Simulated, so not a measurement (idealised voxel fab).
This is a process module. Its name is voxel released beams.
Shown is cross-section cut, with a width of 185 nm and square cells of size 5 nm.
Square cells in a grid make up a cross-section in this document, and the grid is given as bands, listed from the top down, each one or more rows of cells. Look at the band entry: it leads with the top's height and the bottom's height in nm. Then it lists the materials left to right, with a width in nm for each. The word "all across" on a single material says that material fills the band edge to edge. The word "air" is empty space. Convention: height 0 is the level below which the wafer, as received, is all one material. The lowest band does not terminate at the bottom but continues downward, represented as "0 and below". Quick explanation for "30..40": the width changes in equal steps down the rows of cells, from the first number in the band's top row to the second number in its bottom row. What does "nothing was modified" mean for a step? It means no cell of the cross-section changed in that step. Entry "closed voids" = empty spaces >= 8 cells with no open way to the top; each as width x height at distance, distance from left edge, all nm. after a step's settings: what the simulator itself notes on the step. "overlay nm" answers the question of how far to the right of plan the mask lay on a step that has a mask, and when it is negative the answer is to the left.

The following list gives the planned process steps:
1,op RECEIVE | material Si
2,op CONFORMAL_DEP | material SiN | thk nm 5
3,op DIRECTIONAL_DEP | material SiO2 | thk nm 10
4,op MASKED_ETCH | tone open | mask id ANCHOR | width nm 45 | etch materials SiO2 | depth nm 10 | overlay nm 0
5,op CONFORMAL_DEP | material TiN | thk nm 15
6,op DIRECTIONAL_DEP | material aC | thk nm 15
7,op PATTERN | tone cover | mask id BEAM | material resist | width nm 120 | thk nm 30 | overlay nm 0
8,op DIRECTIONAL_ETCH | etch materials aC | depth nm 15
9,op STRIP | etch materials resist
10,op DIRECTIONAL_ETCH | etch materials TiN | depth nm 15
11,op STRIP | etch materials aC
12,op STRIP | etch materials SiO2

Cross-section: wafer on arrival = after step 1:
    0 and below | Si all across
    closed voids: none

Wafer cross-section at module end: first of two, run to plan:
    30 down to 20 | air 30 nm, TiN 20 nm, air 15 nm, TiN 85 nm, air 35 nm
    20 down to 15 | air 30 nm, TiN 120 nm, air 35 nm
    15 down to 5 | air 35 nm, TiN 45 nm, air 105 nm
    5 down to 0 | SiN all across
    0 and below | Si all across
    closed voids: none

Cross-section of the latter of the two wafers at module completion. It had an identical start and an identical plan to the former; in running it, one mistake was made:
    30 down to 20 | air 20 nm, TiN 30 nm, air 15 nm, TiN 75 nm, air 45 nm
    20 down to 15 | air 20 nm, TiN 120 nm, air 45 nm
    15 down to 5 | air 35 nm, TiN 45 nm, air 105 nm
    5 down to 0 | SiN all across
    0 and below | Si all across
    closed voids: none
So what did we get wrong on this run? not per plan at step 7, really ran op PATTERN | tone cover | mask id BEAM | material resist | width nm 120 | thk nm 30 | overlay nm -10
End check, second vs first wafer: material counts in cells match, positions do not.
